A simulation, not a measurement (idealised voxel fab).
Process module in this document: voxel self aligned contacts
Section shown: cut. Width: 180 nm. Cell size: 5 nm, square.
Reading order for cross-sections: top band down to bottom band. Underlying form: a grid of square cells. Band size: one or more rows of cells.
Top height, bottom height, nm. Materials left to right, width each, nm. Single material + "full width" = fills band edge to edge. "blank" = empty.
Height is counted from the level 0, under which the received wafer is composed throughout of one material. The lowest of the bands is not closed at the bottom but continues downward, in the notation "from 0 down".
With a width like "30->40", each row of cells in the band differs from the next by the same amount, the top row carrying the first number and the bottom row the second.
Basically "no alteration" means that step didn't change any cell in the cross-section.
The entry "Enclosed void list" lists the empty spaces that cover at least 8 cells and have no open path to the top. Each is written as width x height at distance, where the distance is measured from the left edge and all three values are in nm.
The remark found on a step's line after its settings is issued by the simulator itself and pertains to that step.
overlay nm: step with mask; distance mask lay right of planned place; negative value = left of planned place.
Heads up before you read on: it's before/after pairs around one process step each, after side only down to the lowest band that changed, step plus settings under the pair. Pairs can be from different runs of this module, same starting wafer, so only chain a pair onto the one above if its "Structure before processing" entry says so.

STRUCTURE BEFORE PROCESSING
  from 0 down  Si full width
  Enclosed void list: none

RESULTING CROSS-SECTION
  from 0 to -5  SiO2 full width
  Lower than -5, everything is as it was.
  Enclosed void list: none
For reference, the processing step occurring between the two cross-sections presented above is as follows: OXIDIZE with depth nm 5

Structure before processing: starting point is the after cross-section of the pair just above.

RESULTING CROSS-SECTION
  from 30 to 0  polySi full width
  Lower than 0, everything is as it was.
  Enclosed void list: none
For reference, the processing step occurring between the two cross-sections presented above is as follows: DIRECTIONAL_DEP with material polySi, thk nm 30

Structure before processing: starting point is the after cross-section of the pair just above.

RESULTING CROSS-SECTION
  from 50 to 30  SiN full width
  Lower than 30, everything is as it was.
  Enclosed void list: none
For reference, the processing step occurring between the two cross-sections presented above is as follows: DIRECTIONAL_DEP with material SiN, thk nm 20

Structure before processing: starting point is the after cross-section of the pair just above.

RESULTING CROSS-SECTION
  from 50 to 30  20 blank, 25 SiN, 30 blank, 25 SiN, 30 blank, 25 SiN, 25 blank
  Lower than 30, everything is as it was.
  Enclosed void list: none
For reference, the processing step occurring between the two cross-sections presented above is as follows: MASKED_ETCH with tone cover, mask id GATE, width nm 25, pitch nm 55, etch materials SiN, depth nm 20, overlay nm 0

Structure before processing: starting point is the after cross-section of the pair just above.

RESULTING CROSS-SECTION
  from 50 to 30  20 blank, 25 SiN, 30 blank, 25 SiN, 30 blank, 25 SiN, 25 blank
  from 30 to 0  20 blank, 25 polySi, 30 blank, 25 polySi, 30 blank, 25 polySi, 25 blank
  Lower than 0, everything is as it was.
  Enclosed void list: none
For reference, the processing step occurring between the two cross-sections presented above is as follows: MASKED_ETCH with tone cover, mask id GATE, width nm 25, pitch nm 55, etch materials polySi, depth nm 30, overlay nm 0

Structure before processing: starting point is the after cross-section of the pair just above.

RESULTING CROSS-SECTION
  from 55 to 30  15 blank, 35 SiN, 20 blank, 35 SiN, 20 blank, 35 SiN, 20 blank
  from 30 to 5  15 blank, 5 SiN, 25 polySi, 5 SiN, 20 blank, 5 SiN, 25 polySi, 5 SiN, 20 blank, 5 SiN, 25 polySi, 5 SiN, 20 blank
  from 5 to 0  20 SiN, 25 polySi, 30 SiN, 25 polySi, 30 SiN, 25 polySi, 25 SiN
  Lower than 0, everything is as it was.
  Enclosed void list: none
For reference, the processing step occurring between the two cross-sections presented above is as follows: CONFORMAL_DEP with material SiN, thk nm 5

Structure before processing: starting point is the after cross-section of the pair just above.

RESULTING CROSS-SECTION
  from 50 to 30  15 blank, 35 SiN, 20 blank, 35 SiN, 20 blank, 35 SiN, 20 blank
  from 30 to 0  15 blank, 5 SiN, 25 polySi, 5 SiN, 20 blank, 5 SiN, 25 polySi, 5 SiN, 20 blank, 5 SiN, 25 polySi, 5 SiN, 20 blank
  Lower than 0, everything is as it was.
  Enclosed void list: none
For reference, the processing step occurring between the two cross-sections presented above is as follows: DIRECTIONAL_ETCH with etch materials SiN, depth nm 5

Structure before processing: starting point is the after cross-section of the pair just above.

RESULTING CROSS-SECTION
  from 70 to 50  SiO2 full width
  from 50 to 30  15 SiO2, 35 SiN, 20 SiO2, 35 SiN, 20 SiO2, 35 SiN, 20 SiO2
  from 30 to 0  15 SiO2, 5 SiN, 25 polySi, 5 SiN, 20 SiO2, 5 SiN, 25 polySi, 5 SiN, 20 SiO2, 5 SiN, 25 polySi, 5 SiN, 20 SiO2
  Lower than 0, everything is as it was.
  Enclosed void list: none
For reference, the processing step occurring between the two cross-sections presented above is as follows: FILL_DEP with material SiO2, thk nm 20

Structure before processing: starting point is the after cross-section of the pair just above.

RESULTING CROSS-SECTION
  from 60 to 50  SiO2 full width
  Lower than 50, everything is as it was.
  Enclosed void list: none
For reference, the processing step occurring between the two cross-sections presented above is as follows: CMP with height nm 60

Structure before processing: starting point is the after cross-section of the pair just above.

RESULTING CROSS-SECTION
  from 60 to 50  40 SiO2, 40 blank, 15 SiO2, 40 blank, 45 SiO2
  from 50 to 30  15 SiO2, 35 SiN, 20 blank, 35 SiN, 20 blank, 35 SiN, 20 SiO2
  from 30 to 0  15 SiO2, 5 SiN, 25 polySi, 5 SiN, 20 blank, 5 SiN, 25 polySi, 5 SiN, 20 blank, 5 SiN, 25 polySi, 5 SiN, 20 SiO2
  from 0 to -5  50 SiO2, 20 blank, 35 SiO2, 20 blank, 55 SiO2
  Lower than -5, everything is as it was.
  Enclosed void list: none
For reference, the processing step occurring between the two cross-sections presented above is as follows: MASKED_ETCH with tone open, mask id CONTACT, width nm 40, pitch nm 55, etch materials SiO2, depth nm 65, overlay nm 0

Structure before processing: starting point is the after cross-section of the pair just above.

RESULTING CROSS-SECTION
  from 65 to 60  45 TiN, 30 blank, 25 TiN, 30 blank, 50 TiN
  from 60 to 50  40 SiO2, 5->15 TiN, 30->10 blank, 5->15 TiN, 15 SiO2, 5->15 TiN, 30->10 blank, 5->15 TiN, 45 SiO2
  from 50 to 30  15 SiO2, 35 SiN, 5 TiN, 10 blank, 5 TiN, 35 SiN, 5 TiN, 10 blank, 5 TiN, 35 SiN, 20 SiO2
  from 30 to 0  15 SiO2, 5 SiN, 25 polySi, 5 SiN, 5 TiN, 10 blank, 5 TiN, 5 SiN, 25 polySi, 5 SiN, 5 TiN, 10 blank, 5 TiN, 5 SiN, 25 polySi, 5 SiN, 20 SiO2
  from 0 to -5  50 SiO2, 20 TiN, 35 SiO2, 20 TiN, 55 SiO2
  Lower than -5, everything is as it was.
  Enclosed void list: none
For reference, the processing step occurring between the two cross-sections presented above is as follows: CONFORMAL_DEP with material TiN, thk nm 5

Structure before processing: starting point is the after cross-section of the pair just above.

RESULTING CROSS-SECTION
  from 70 to 65  Ru full width
  from 65 to 60  45 TiN, 30 Ru, 25 TiN, 30 Ru, 50 TiN
  from 60 to 50  40 SiO2, 5->15 TiN, 30->10 Ru, 5->15 TiN, 15 SiO2, 5->15 TiN, 30->10 Ru, 5->15 TiN, 45 SiO2
  from 50 to 30  15 SiO2, 35 SiN, 5 TiN, 10 Ru, 5 TiN, 35 SiN, 5 TiN, 10 Ru, 5 TiN, 35 SiN, 20 SiO2
  from 30 to 0  15 SiO2, 5 SiN, 25 polySi, 5 SiN, 5 TiN, 10 Ru, 5 TiN, 5 SiN, 25 polySi, 5 SiN, 5 TiN, 10 Ru, 5 TiN, 5 SiN, 25 polySi, 5 SiN, 20 SiO2
  Lower than 0, everything is as it was.
  Enclosed void list: none
For reference, the processing step occurring between the two cross-sections presented above is as follows: FILL_DEP with material Ru, thk nm 5

Structure before processing: starting point is the after cross-section of the pair just above.

RESULTING CROSS-SECTION
  from 60 to 50  40 SiO2, 5->15 TiN, 30->10 Ru, 5->15 TiN, 15 SiO2, 5->15 TiN, 30->10 Ru, 5->15 TiN, 45 SiO2
  Lower than 50, everything is as it was.
  Enclosed void list: none
For reference, the processing step occurring between the two cross-sections presented above is as follows: CMP with height nm 60

Structure before processing: starting point is the after cross-section of the pair just above.

RESULTING CROSS-SECTION
  from 65 to 60  SiCN full width
  Lower than 60, everything is as it was.
  Enclosed void list: none
For reference, the processing step occurring between the two cross-sections presented above is as follows: CONFORMAL_DEP with material SiCN, thk nm 5

STRUCTURE BEFORE PROCESSING
  from 0 down  Si full width
  Enclosed void list: none

RESULTING CROSS-SECTION
  from 30 to 0  polySi full width
  Lower than 0, everything is as it was.
  Enclosed void list: none
For reference, the processing step occurring between the two cross-sections presented above is as follows: DIRECTIONAL_DEP with material polySi, thk nm 30

Structure before processing: starting point is the after cross-section of the pair just above.

RESULTING CROSS-SECTION
  from 50 to 30  SiN full width
  Lower than 30, everything is as it was.
  Enclosed void list: none
For reference, the processing step occurring between the two cross-sections presented above is as follows: DIRECTIONAL_DEP with material SiN, thk nm 20

Structure before processing: starting point is the after cross-section of the pair just above.

RESULTING CROSS-SECTION
  from 50 to 30  20 blank, 25 SiN, 30 blank, 25 SiN, 30 blank, 25 SiN, 25 blank
  Lower than 30, everything is as it was.
  Enclosed void list: none
For reference, the processing step occurring between the two cross-sections presented above is as follows: MASKED_ETCH with tone cover, mask id GATE, width nm 25, pitch nm 55, etch materials SiN, depth nm 20, overlay nm 0

Structure before processing: starting point is the after cross-section of the pair just above.

RESULTING CROSS-SECTION
  from 50 to 30  20 blank, 25 SiN, 30 blank, 25 SiN, 30 blank, 25 SiN, 25 blank
  from 30 to 0  20 blank, 25 polySi, 30 blank, 25 polySi, 30 blank, 25 polySi, 25 blank
  Lower than 0, everything is as it was.
  Enclosed void list: none
For reference, the processing step occurring between the two cross-sections presented above is as follows: MASKED_ETCH with tone cover, mask id GATE, width nm 25, pitch nm 55, etch materials polySi, depth nm 30, overlay nm 0

Structure before processing: starting point is the after cross-section of the pair just above.

RESULTING CROSS-SECTION
  from 55 to 30  15 blank, 35 SiN, 20 blank, 35 SiN, 20 blank, 35 SiN, 20 blank
  from 30 to 5  15 blank, 5 SiN, 25 polySi, 5 SiN, 20 blank, 5 SiN, 25 polySi, 5 SiN, 20 blank, 5 SiN, 25 polySi, 5 SiN, 20 blank
  from 5 to 0  20 SiN, 25 polySi, 30 SiN, 25 polySi, 30 SiN, 25 polySi, 25 SiN
  Lower than 0, everything is as it was.
  Enclosed void list: none
For reference, the processing step occurring between the two cross-sections presented above is as follows: CONFORMAL_DEP with material SiN, thk nm 5

Structure before processing: starting point is the after cross-section of the pair just above.

RESULTING CROSS-SECTION
  from 50 to 30  15 blank, 35 SiN, 20 blank, 35 SiN, 20 blank, 35 SiN, 20 blank
  from 30 to 0  15 blank, 5 SiN, 25 polySi, 5 SiN, 20 blank, 5 SiN, 25 polySi, 5 SiN, 20 blank, 5 SiN, 25 polySi, 5 SiN, 20 blank
  Lower than 0, everything is as it was.
  Enclosed void list: none
For reference, the processing step occurring between the two cross-sections presented above is as follows: DIRECTIONAL_ETCH with etch materials SiN, depth nm 5

Structure before processing: starting point is the after cross-section of the pair just above.

RESULTING CROSS-SECTION
  from 70 to 50  SiO2 full width
  from 50 to 30  15 SiO2, 35 SiN, 20 SiO2, 35 SiN, 20 SiO2, 35 SiN, 20 SiO2
  from 30 to 0  15 SiO2, 5 SiN, 25 polySi, 5 SiN, 20 SiO2, 5 SiN, 25 polySi, 5 SiN, 20 SiO2, 5 SiN, 25 polySi, 5 SiN, 20 SiO2
  Lower than 0, everything is as it was.
  Enclosed void list: none
For reference, the processing step occurring between the two cross-sections presented above is as follows: FILL_DEP with material SiO2, thk nm 20

Structure before processing: starting point is the after cross-section of the pair just above.

RESULTING CROSS-SECTION
  from 60 to 50  SiO2 full width
  Lower than 50, everything is as it was.
  Enclosed void list: none
For reference, the processing step occurring between the two cross-sections presented above is as follows: CMP with height nm 60

Structure before processing: starting point is the after cross-section of the pair just above.

RESULTING CROSS-SECTION
  from 60 to 50  40 SiO2, 40 blank, 15 SiO2, 40 blank, 45 SiO2
  from 50 to 30  15 SiO2, 35 SiN, 20 blank, 35 SiN, 20 blank, 35 SiN, 20 SiO2
  from 30 to 0  15 SiO2, 5 SiN, 25 polySi, 5 SiN, 20 blank, 5 SiN, 25 polySi, 5 SiN, 20 blank, 5 SiN, 25 polySi, 5 SiN, 20 SiO2
  Lower than 0, everything is as it was.
  Enclosed void list: none
For reference, the processing step occurring between the two cross-sections presented above is as follows: MASKED_ETCH with tone open, mask id CONTACT, width nm 40, pitch nm 55, etch materials SiO2, depth nm 65, overlay nm 0

Structure before processing: starting point is the after cross-section of the pair just above.

RESULTING CROSS-SECTION
  from 65 to 60  45 TiN, 30 blank, 25 TiN, 30 blank, 50 TiN
  from 60 to 50  40 SiO2, 5->15 TiN, 30->10 blank, 5->15 TiN, 15 SiO2, 5->15 TiN, 30->10 blank, 5->15 TiN, 45 SiO2
  from 50 to 30  15 SiO2, 35 SiN, 5 TiN, 10 blank, 5 TiN, 35 SiN, 5 TiN, 10 blank, 5 TiN, 35 SiN, 20 SiO2
  from 30 to 5  15 SiO2, 5 SiN, 25 polySi, 5 SiN, 5 TiN, 10 blank, 5 TiN, 5 SiN, 25 polySi, 5 SiN, 5 TiN, 10 blank, 5 TiN, 5 SiN, 25 polySi, 5 SiN, 20 SiO2
  from 5 to 0  15 SiO2, 5 SiN, 25 polySi, 5 SiN, 20 TiN, 5 SiN, 25 polySi, 5 SiN, 20 TiN, 5 SiN, 25 polySi, 5 SiN, 20 SiO2
  Lower than 0, everything is as it was.
  Enclosed void list: none
For reference, the processing step occurring between the two cross-sections presented above is as follows: CONFORMAL_DEP with material TiN, thk nm 5

Structure before processing: starting point is the after cross-section of the pair just above.

RESULTING CROSS-SECTION
  from 70 to 65  Ru full width
  from 65 to 60  45 TiN, 30 Ru, 25 TiN, 30 Ru, 50 TiN
  from 60 to 50  40 SiO2, 5->15 TiN, 30->10 Ru, 5->15 TiN, 15 SiO2, 5->15 TiN, 30->10 Ru, 5->15 TiN, 45 SiO2
  from 50 to 30  15 SiO2, 35 SiN, 5 TiN, 10 Ru, 5 TiN, 35 SiN, 5 TiN, 10 Ru, 5 TiN, 35 SiN, 20 SiO2
  from 30 to 5  15 SiO2, 5 SiN, 25 polySi, 5 SiN, 5 TiN, 10 Ru, 5 TiN, 5 SiN, 25 polySi, 5 SiN, 5 TiN, 10 Ru, 5 TiN, 5 SiN, 25 polySi, 5 SiN, 20 SiO2
  Lower than 5, everything is as it was.
  Enclosed void list: none
For reference, the processing step occurring between the two cross-sections presented above is as follows: FILL_DEP with material Ru, thk nm 5

Structure before processing: starting point is the after cross-section of the pair just above.

RESULTING CROSS-SECTION
  from 60 to 50  40 SiO2, 5->15 TiN, 30->10 Ru, 5->15 TiN, 15 SiO2, 5->15 TiN, 30->10 Ru, 5->15 TiN, 45 SiO2
  Lower than 50, everything is as it was.
  Enclosed void list: none
For reference, the processing step occurring between the two cross-sections presented above is as follows: CMP with height nm 60

Structure before processing: starting point is the after cross-section of the pair just above.

RESULTING CROSS-SECTION
  from 65 to 60  SiCN full width
  Lower than 60, everything is as it was.
  Enclosed void list: none
For reference, the processing step occurring between the two cross-sections presented above is as follows: CONFORMAL_DEP with material SiCN, thk nm 5

STRUCTURE BEFORE PROCESSING
  from 30 to 0  polySi full width
  from 0 to -5  SiO2 full width
  from -5 down  Si full width
  Enclosed void list: none

RESULTING CROSS-SECTION
  from 60 to 0  polySi full width
  Lower than 0, everything is as it was.
  Enclosed void list: none
For reference, the processing step occurring between the two cross-sections presented above is as follows: DIRECTIONAL_DEP with material polySi, thk nm 30

Structure before processing: starting point is the after cross-section of the pair just above.

RESULTING CROSS-SECTION
  from 80 to 60  SiN full width
  Lower than 60, everything is as it was.
  Enclosed void list: none
For reference, the processing step occurring between the two cross-sections presented above is as follows: DIRECTIONAL_DEP with material SiN, thk nm 20

Structure before processing: starting point is the after cross-section of the pair just above.

RESULTING CROSS-SECTION
  from 80 to 60  20 blank, 25 SiN, 30 blank, 25 SiN, 30 blank, 25 SiN, 25 blank
  Lower than 60, everything is as it was.
  Enclosed void list: none
For reference, the processing step occurring between the two cross-sections presented above is as follows: MASKED_ETCH with tone cover, mask id GATE, width nm 25, pitch nm 55, etch materials SiN, depth nm 20, overlay nm 0

Structure before processing: starting point is the after cross-section of the pair just above.

RESULTING CROSS-SECTION
  from 80 to 60  20 blank, 25 SiN, 30 blank, 25 SiN, 30 blank, 25 SiN, 25 blank
  from 60 to 30  20 blank, 25 polySi, 30 blank, 25 polySi, 30 blank, 25 polySi, 25 blank
  Lower than 30, everything is as it was.
  Enclosed void list: none
For reference, the processing step occurring between the two cross-sections presented above is as follows: MASKED_ETCH with tone cover, mask id GATE, width nm 25, pitch nm 55, etch materials polySi, depth nm 30, overlay nm 0

Structure before processing: starting point is the after cross-section of the pair just above.

RESULTING CROSS-SECTION
  from 85 to 60  15 blank, 35 SiN, 20 blank, 35 SiN, 20 blank, 35 SiN, 20 blank
  from 60 to 35  15 blank, 5 SiN, 25 polySi, 5 SiN, 20 blank, 5 SiN, 25 polySi, 5 SiN, 20 blank, 5 SiN, 25 polySi, 5 SiN, 20 blank
  from 35 to 30  20 SiN, 25 polySi, 30 SiN, 25 polySi, 30 SiN, 25 polySi, 25 SiN
  Lower than 30, everything is as it was.
  Enclosed void list: none
For reference, the processing step occurring between the two cross-sections presented above is as follows: CONFORMAL_DEP with material SiN, thk nm 5

Structure before processing: starting point is the after cross-section of the pair just above.

RESULTING CROSS-SECTION
  from 80 to 60  15 blank, 35 SiN, 20 blank, 35 SiN, 20 blank, 35 SiN, 20 blank
  from 60 to 30  15 blank, 5 SiN, 25 polySi, 5 SiN, 20 blank, 5 SiN, 25 polySi, 5 SiN, 20 blank, 5 SiN, 25 polySi, 5 SiN, 20 blank
  Lower than 30, everything is as it was.
  Enclosed void list: none
For reference, the processing step occurring between the two cross-sections presented above is as follows: DIRECTIONAL_ETCH with etch materials SiN, depth nm 5

Structure before processing: starting point is the after cross-section of the pair just above.

RESULTING CROSS-SECTION
  from 100 to 80  SiO2 full width
  from 80 to 60  15 SiO2, 35 SiN, 20 SiO2, 35 SiN, 20 SiO2, 35 SiN, 20 SiO2
  from 60 to 30  15 SiO2, 5 SiN, 25 polySi, 5 SiN, 20 SiO2, 5 SiN, 25 polySi, 5 SiN, 20 SiO2, 5 SiN, 25 polySi, 5 SiN, 20 SiO2
  Lower than 30, everything is as it was.
  Enclosed void list: none
For reference, the processing step occurring between the two cross-sections presented above is as follows: FILL_DEP with material SiO2, thk nm 20

Structure before processing: starting point is the after cross-section of the pair just above.

RESULTING CROSS-SECTION
  from 60 to 30  15 SiO2, 5 SiN, 25 polySi, 5 SiN, 20 SiO2, 5 SiN, 25 polySi, 5 SiN, 20 SiO2, 5 SiN, 25 polySi, 5 SiN, 20 SiO2
  Lower than 30, everything is as it was.
  Enclosed void list: none
For reference, the processing step occurring between the two cross-sections presented above is as follows: CMP with height nm 60

Structure before processing: starting point is the after cross-section of the pair just above.

RESULTING CROSS-SECTION
  from 60 to 30  15 SiO2, 5 SiN, 25 polySi, 5 SiN, 20 blank, 5 SiN, 25 polySi, 5 SiN, 20 blank, 5 SiN, 25 polySi, 5 SiN, 20 SiO2
  Lower than 30, everything is as it was.
  Enclosed void list: none
For reference, the processing step occurring between the two cross-sections presented above is as follows: MASKED_ETCH with tone open, mask id CONTACT, width nm 40, pitch nm 55, etch materials SiO2, depth nm 65, overlay nm 0

Structure before processing: starting point is the after cross-section of the pair just above.

RESULTING CROSS-SECTION
  from 65 to 60  55 TiN, 10 blank, 45 TiN, 10 blank, 60 TiN
  from 60 to 35  15 SiO2, 5 SiN, 25 polySi, 5 SiN, 5 TiN, 10 blank, 5 TiN, 5 SiN, 25 polySi, 5 SiN, 5 TiN, 10 blank, 5 TiN, 5 SiN, 25 polySi, 5 SiN, 20 SiO2
  from 35 to 30  15 SiO2, 5 SiN, 25 polySi, 5 SiN, 20 TiN, 5 SiN, 25 polySi, 5 SiN, 20 TiN, 5 SiN, 25 polySi, 5 SiN, 20 SiO2
  Lower than 30, everything is as it was.
  Enclosed void list: none
For reference, the processing step occurring between the two cross-sections presented above is as follows: CONFORMAL_DEP with material TiN, thk nm 5

Structure before processing: starting point is the after cross-section of the pair just above.

RESULTING CROSS-SECTION
  from 70 to 65  Ru full width
  from 65 to 60  55 TiN, 10 Ru, 45 TiN, 10 Ru, 60 TiN
  from 60 to 35  15 SiO2, 5 SiN, 25 polySi, 5 SiN, 5 TiN, 10 Ru, 5 TiN, 5 SiN, 25 polySi, 5 SiN, 5 TiN, 10 Ru, 5 TiN, 5 SiN, 25 polySi, 5 SiN, 20 SiO2
  Lower than 35, everything is as it was.
  Enclosed void list: none
For reference, the processing step occurring between the two cross-sections presented above is as follows: FILL_DEP with material Ru, thk nm 5

Structure before processing: starting point is the after cross-section of the pair just above.

RESULTING CROSS-SECTION
  from 60 to 35  15 SiO2, 5 SiN, 25 polySi, 5 SiN, 5 TiN, 10 Ru, 5 TiN, 5 SiN, 25 polySi, 5 SiN, 5 TiN, 10 Ru, 5 TiN, 5 SiN, 25 polySi, 5 SiN, 20 SiO2
  Lower than 35, everything is as it was.
  Enclosed void list: none
For reference, the processing step occurring between the two cross-sections presented above is as follows: CMP with height nm 60

Structure before processing: starting point is the after cross-section of the pair just above.

RESULTING CROSS-SECTION
  from 65 to 60  SiCN full width
  Lower than 60, everything is as it was.
  Enclosed void list: none
For reference, the processing step occurring between the two cross-sections presented above is as follows: CONFORMAL_DEP with material SiCN, thk nm 5

STRUCTURE BEFORE PROCESSING
  from 30 to 0  polySi full width
  from 0 down  Si full width
  Enclosed void list: none

RESULTING CROSS-SECTION
  from 30 to 25  SiO2 full width
  Lower than 25, everything is as it was.
  Enclosed void list: none
For reference, the processing step occurring between the two cross-sections presented above is as follows: OXIDIZE with depth nm 5

Structure before processing: starting point is the after cross-section of the pair just above.

RESULTING CROSS-SECTION
  from 50 to 30  SiN full width
  Lower than 30, everything is as it was.
  Enclosed void list: none
For reference, the processing step occurring between the two cross-sections presented above is as follows: DIRECTIONAL_DEP with material SiN, thk nm 20

Structure before processing: starting point is the after cross-section of the pair just above.

RESULTING CROSS-SECTION
  from 50 to 30  20 blank, 25 SiN, 30 blank, 25 SiN, 30 blank, 25 SiN, 25 blank
  Lower than 30, everything is as it was.
  Enclosed void list: none
For reference, the processing step occurring between the two cross-sections presented above is as follows: MASKED_ETCH with tone cover, mask id GATE, width nm 25, pitch nm 55, etch materials SiN, depth nm 20, overlay nm 0

Structure before processing: starting point is the after cross-section of the pair just above.

RESULTING CROSS-SECTION
  from 55 to 35  15 blank, 35 SiN, 20 blank, 35 SiN, 20 blank, 35 SiN, 20 blank
  from 35 to 30  SiN full width
  Lower than 30, everything is as it was.
  Enclosed void list: none
For reference, the processing step occurring between the two cross-sections presented above is as follows: CONFORMAL_DEP with material SiN, thk nm 5

Structure before processing: starting point is the after cross-section of the pair just above.

RESULTING CROSS-SECTION
  from 50 to 30  15 blank, 35 SiN, 20 blank, 35 SiN, 20 blank, 35 SiN, 20 blank
  Lower than 30, everything is as it was.
  Enclosed void list: none
For reference, the processing step occurring between the two cross-sections presented above is as follows: DIRECTIONAL_ETCH with etch materials SiN, depth nm 5

Structure before processing: starting point is the after cross-section of the pair just above.

RESULTING CROSS-SECTION
  from 70 to 50  SiO2 full width
  from 50 to 30  15 SiO2, 35 SiN, 20 SiO2, 35 SiN, 20 SiO2, 35 SiN, 20 SiO2
  Lower than 30, everything is as it was.
  Enclosed void list: none
For reference, the processing step occurring between the two cross-sections presented above is as follows: FILL_DEP with material SiO2, thk nm 20

Structure before processing: starting point is the after cross-section of the pair just above.

RESULTING CROSS-SECTION
  from 60 to 50  SiO2 full width
  Lower than 50, everything is as it was.
  Enclosed void list: none
For reference, the processing step occurring between the two cross-sections presented above is as follows: CMP with height nm 60

Structure before processing: starting point is the after cross-section of the pair just above.

RESULTING CROSS-SECTION
  from 60 to 50  40 SiO2, 40 blank, 15 SiO2, 40 blank, 45 SiO2
  from 50 to 30  15 SiO2, 35 SiN, 20 blank, 35 SiN, 20 blank, 35 SiN, 20 SiO2
  from 30 to 25  50 SiO2, 20 blank, 35 SiO2, 20 blank, 55 SiO2
  Lower than 25, everything is as it was.
  Enclosed void list: none
For reference, the processing step occurring between the two cross-sections presented above is as follows: MASKED_ETCH with tone open, mask id CONTACT, width nm 40, pitch nm 55, etch materials SiO2, depth nm 65, overlay nm 0

Structure before processing: starting point is the after cross-section of the pair just above.

RESULTING CROSS-SECTION
  from 65 to 60  45 TiN, 30 blank, 25 TiN, 30 blank, 50 TiN
  from 60 to 50  40 SiO2, 5->15 TiN, 30->10 blank, 5->15 TiN, 15 SiO2, 5->15 TiN, 30->10 blank, 5->15 TiN, 45 SiO2
  from 50 to 30  15 SiO2, 35 SiN, 5 TiN, 10 blank, 5 TiN, 35 SiN, 5 TiN, 10 blank, 5 TiN, 35 SiN, 20 SiO2
  from 30 to 25  50 SiO2, 20 TiN, 35 SiO2, 20 TiN, 55 SiO2
  Lower than 25, everything is as it was.
  Enclosed void list: none
For reference, the processing step occurring between the two cross-sections presented above is as follows: CONFORMAL_DEP with material TiN, thk nm 5

Structure before processing: starting point is the after cross-section of the pair just above.

RESULTING CROSS-SECTION
  from 70 to 65  Ru full width
  from 65 to 60  45 TiN, 30 Ru, 25 TiN, 30 Ru, 50 TiN
  from 60 to 50  40 SiO2, 5->15 TiN, 30->10 Ru, 5->15 TiN, 15 SiO2, 5->15 TiN, 30->10 Ru, 5->15 TiN, 45 SiO2
  from 50 to 30  15 SiO2, 35 SiN, 5 TiN, 10 Ru, 5 TiN, 35 SiN, 5 TiN, 10 Ru, 5 TiN, 35 SiN, 20 SiO2
  Lower than 30, everything is as it was.
  Enclosed void list: none
For reference, the processing step occurring between the two cross-sections presented above is as follows: FILL_DEP with material Ru, thk nm 5

Structure before processing: starting point is the after cross-section of the pair just above.

RESULTING CROSS-SECTION
  from 60 to 50  40 SiO2, 5->15 TiN, 30->10 Ru, 5->15 TiN, 15 SiO2, 5->15 TiN, 30->10 Ru, 5->15 TiN, 45 SiO2
  Lower than 50, everything is as it was.
  Enclosed void list: none
For reference, the processing step occurring between the two cross-sections presented above is as follows: CMP with height nm 60

Structure before processing: starting point is the after cross-section of the pair just above.

RESULTING CROSS-SECTION
  from 65 to 60  SiCN full width
  Lower than 60, everything is as it was.
  Enclosed void list: none
For reference, the processing step occurring between the two cross-sections presented above is as follows: CONFORMAL_DEP with material SiCN, thk nm 5

STRUCTURE BEFORE PROCESSING
  from 0 to -5  SiO2 full width
  from -5 down  Si full width
  Enclosed void list: none

RESULTING CROSS-SECTION
  from 20 to 0  polySi full width
  Lower than 0, everything is as it was.
  Enclosed void list: none
For reference, the processing step occurring between the two cross-sections presented above is as follows: DIRECTIONAL_DEP with material polySi, thk nm 20

Structure before processing: starting point is the after cross-section of the pair just above.

RESULTING CROSS-SECTION
  from 40 to 20  SiN full width
  Lower than 20, everything is as it was.
  Enclosed void list: none
For reference, the processing step occurring between the two cross-sections presented above is as follows: DIRECTIONAL_DEP with material SiN, thk nm 20

Structure before processing: starting point is the after cross-section of the pair just above.

RESULTING CROSS-SECTION
  from 40 to 20  20 blank, 25 SiN, 30 blank, 25 SiN, 30 blank, 25 SiN, 25 blank
  Lower than 20, everything is as it was.
  Enclosed void list: none
For reference, the processing step occurring between the two cross-sections presented above is as follows: MASKED_ETCH with tone cover, mask id GATE, width nm 25, pitch nm 55, etch materials SiN, depth nm 20, overlay nm 0

Structure before processing: starting point is the after cross-section of the pair just above.

RESULTING CROSS-SECTION
  from 40 to 20  20 blank, 25 SiN, 30 blank, 25 SiN, 30 blank, 25 SiN, 25 blank
  from 20 to 0  20 blank, 25 polySi, 30 blank, 25 polySi, 30 blank, 25 polySi, 25 blank
  Lower than 0, everything is as it was.
  Enclosed void list: none
For reference, the processing step occurring between the two cross-sections presented above is as follows: MASKED_ETCH with tone cover, mask id GATE, width nm 25, pitch nm 55, etch materials polySi, depth nm 30, overlay nm 0

Structure before processing: starting point is the after cross-section of the pair just above.

RESULTING CROSS-SECTION
  from 45 to 20  15 blank, 35 SiN, 20 blank, 35 SiN, 20 blank, 35 SiN, 20 blank
  from 20 to 5  15 blank, 5 SiN, 25 polySi, 5 SiN, 20 blank, 5 SiN, 25 polySi, 5 SiN, 20 blank, 5 SiN, 25 polySi, 5 SiN, 20 blank
  from 5 to 0  20 SiN, 25 polySi, 30 SiN, 25 polySi, 30 SiN, 25 polySi, 25 SiN
  Lower than 0, everything is as it was.
  Enclosed void list: none
For reference, the processing step occurring between the two cross-sections presented above is as follows: CONFORMAL_DEP with material SiN, thk nm 5

Structure before processing: starting point is the after cross-section of the pair just above.

RESULTING CROSS-SECTION
  from 40 to 20  15 blank, 35 SiN, 20 blank, 35 SiN, 20 blank, 35 SiN, 20 blank
  from 20 to 0  15 blank, 5 SiN, 25 polySi, 5 SiN, 20 blank, 5 SiN, 25 polySi, 5 SiN, 20 blank, 5 SiN, 25 polySi, 5 SiN, 20 blank
  Lower than 0, everything is as it was.
  Enclosed void list: none
For reference, the processing step occurring between the two cross-sections presented above is as follows: DIRECTIONAL_ETCH with etch materials SiN, depth nm 5

Structure before processing: starting point is the after cross-section of the pair just above.

RESULTING CROSS-SECTION
  from 60 to 40  SiO2 full width
  from 40 to 20  15 SiO2, 35 SiN, 20 SiO2, 35 SiN, 20 SiO2, 35 SiN, 20 SiO2
  from 20 to 0  15 SiO2, 5 SiN, 25 polySi, 5 SiN, 20 SiO2, 5 SiN, 25 polySi, 5 SiN, 20 SiO2, 5 SiN, 25 polySi, 5 SiN, 20 SiO2
  Lower than 0, everything is as it was.
  Enclosed void list: none
For reference, the processing step occurring between the two cross-sections presented above is as follows: FILL_DEP with material SiO2, thk nm 20
